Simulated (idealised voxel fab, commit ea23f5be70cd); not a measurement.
The following is a process module called voxel capacitor over wiring.
Cross-section cut: width 290 nm, square cells of 5 nm.
We lay out every cross-section as a grid of square cells and spell it out in bands from the top down, where one band means one or more rows of cells.
It is stipulated that each band's entry specify, in nanometres, the height of the top of the band and then that of its bottom, followed by the materials of the band in left-to-right sequence, each together with its width in nanometres. A single material marked by the word "throughout" is understood to fill the band from edge to edge; the word "blank" is understood to denote empty space.
Heights are reckoned from 0. Under this level, the received wafer is all of one material. The bottommost band is open-ended downward, for example "from 0 down".
The expression "30 to 40" gives the width at the extremes of the band, the first number at its top row of cells and the second at its bottom row, with the width changing by equal amounts from each row to the next in between.
Where the words "left unchanged" appear for a step, the cross-section shows no cell changed by that step; every cell remained as before.
Entry "Listed closed voids" = empty spaces >= 8 cells with no open way to the top; each as width x height at distance, distance from left edge, all nm.
Anything after a step's settings on that line? It's the simulator's own note about the step.
If you see "overlay nm" on a step's line and that step has a mask, it's telling you how far right of where it was planned the mask ended up; a negative number means it went left instead.
### The process steps that were planned are listed below
step 1: RECEIVE | material Si
step 2: CONFORMAL_DEP | material SiO2 | thk nm 15
step 3: CONFORMAL_DEP | material SiN | thk nm 5
step 4: DIRECTIONAL_DEP | material SiO2 | thk nm 25
step 5: PATTERN | tone open | mask id METAL_1 | material resist | width nm 30 | pitch nm 100 | thk nm 20 | overlay nm 0
step 6: DIRECTIONAL_ETCH | etch materials SiO2 | depth nm 25
step 7: DIRECTIONAL_ETCH | etch materials SiN | depth nm 5
step 8: STRIP | etch materials resist
step 9: CONFORMAL_DEP | material TiN | thk nm 5
step 10: FILL_DEP | material Cu | thk nm 10
step 11: CMP | height nm 45
step 12: CONFORMAL_DEP | material SiCN | thk nm 5
step 13: DIRECTIONAL_DEP | material SiO2 | thk nm 15
step 14: MASKED_ETCH | tone open | mask id PLUG_1 | width nm 15 | etch materials SiO2 | depth nm 15 | overlay nm 0
step 15: MASKED_ETCH | tone open | mask id PLUG_1 | width nm 15 | etch materials SiCN | depth nm 5 | overlay nm 0
step 16: CONFORMAL_DEP | material TiN | thk nm 5
step 17: FILL_DEP | material Cu | thk nm 10
step 18: CMP | height nm 65
step 19: DIRECTIONAL_DEP | material TiN | thk nm 10
step 20: DIRECTIONAL_DEP | material Al2O3 | thk nm 5
step 21: DIRECTIONAL_DEP | material TiN | thk nm 10
step 22: MASKED_ETCH | tone cover | mask id UPPER_PLATE | width nm 75 | etch materials TiN | depth nm 10 | overlay nm 0
step 23: MASKED_ETCH | tone cover | mask id UPPER_PLATE | width nm 75 | etch materials Al2O3 | depth nm 5 | overlay nm 0
step 24: MASKED_ETCH | tone cover | mask id LOWER_PLATE | width nm 85 | etch materials TiN | depth nm 10 | overlay nm 0
step 25: FILL_DEP | material SiO2 | thk nm 20
step 26: CMP | height nm 105
step 27: PATTERN | tone open | mask id PLUG_2 | material resist | width nm 15 | thk nm 20 | overlay nm 0
step 28: DIRECTIONAL_ETCH | etch materials SiO2 | depth nm 15
step 29: STRIP | etch materials resist
step 30: CONFORMAL_DEP | material TiN | thk nm 5
step 31: FILL_DEP | material W | thk nm 5
step 32: CMP | height nm 105
step 33: CONFORMAL_DEP | material SiCN | thk nm 5
The wafers are alike at the start. At step 27, their width nm differs. The plan lists the first wafer's value.
### Here's the first of the wafers in cross-section, just as we got it, i.e. after step 1
> from 0 down: Si throughout
> Listed closed voids: none
### Wafer cross-section (first of several) - module end, post step 33 (last step)
> from 110 to 105: SiCN throughout
> from 105 to 95: SiO2 105, then TiN 5, then W 5, then TiN 5, then SiO2 170
> from 95 to 90: SiO2 105, then TiN 15, then SiO2 170
> from 90 to 80: SiO2 95, then TiN 75, then SiO2 120
> from 80 to 75: SiO2 95, then Al2O3 75, then SiO2 120
> from 75 to 65: SiO2 90, then TiN 85, then SiO2 115
> from 65 to 50: SiO2 95, then TiN 5, then Cu 5, then TiN 5, then SiO2 180
> from 50 to 45: SiCN 95, then TiN 15, then SiCN 180
> from 45 to 20: SiO2 80, then TiN 5, then Cu 20, then TiN 5, then SiO2 70, then TiN 5, then Cu 20, then TiN 5, then SiO2 80
> from 20 to 15: SiN 80, then TiN 30, then SiN 70, then TiN 30, then SiN 80
> from 15 to 0: SiO2 throughout
> from 0 down: Si throughout
> Listed closed voids: none
### Final wafer of several, shown in cross-section at the end of the module
> from 110 to 105: SiCN throughout
> from 105 to 95: SiO2 100, then TiN 5, then W 20, then TiN 5, then SiO2 160
> from 95 to 90: SiO2 100, then TiN 30, then SiO2 160
> from 90 to 80: SiO2 95, then TiN 75, then SiO2 120
> from 80 to 75: SiO2 95, then Al2O3 75, then SiO2 120
> from 75 to 65: SiO2 90, then TiN 85, then SiO2 115
> from 65 to 50: SiO2 95, then TiN 5, then Cu 5, then TiN 5, then SiO2 180
> from 50 to 45: SiCN 95, then TiN 15, then SiCN 180
> from 45 to 20: SiO2 80, then TiN 5, then Cu 20, then TiN 5, then SiO2 70, then TiN 5, then Cu 20, then TiN 5, then SiO2 80
> from 20 to 15: SiN 80, then TiN 30, then SiN 70, then TiN 30, then SiN 80
> from 15 to 0: SiO2 throughout
> from 0 down: Si throughout
> Listed closed voids: none
### Per-wafer rows below. For each material: cells gained (+) or lost (-) since the wafer was received, as of end of module. Then: closed voids
width nm 15 | +15 Al2O3 | +43 Cu | +113 SiCN | +46 SiN | +945 SiO2 | +112 TiN | +2 W | Listed closed voids: none
width nm 20 | +15 Al2O3 | +43 Cu | +113 SiCN | +46 SiN | +942 SiO2 | +113 TiN | +4 W | Listed closed voids: none
width nm 25 | +15 Al2O3 | +43 Cu | +113 SiCN | +46 SiN | +939 SiO2 | +114 TiN | +6 W | Listed closed voids: none
width nm 30 | +15 Al2O3 | +43 Cu | +113 SiCN | +46 SiN | +936 SiO2 | +115 TiN | +8 W | Listed closed voids: none
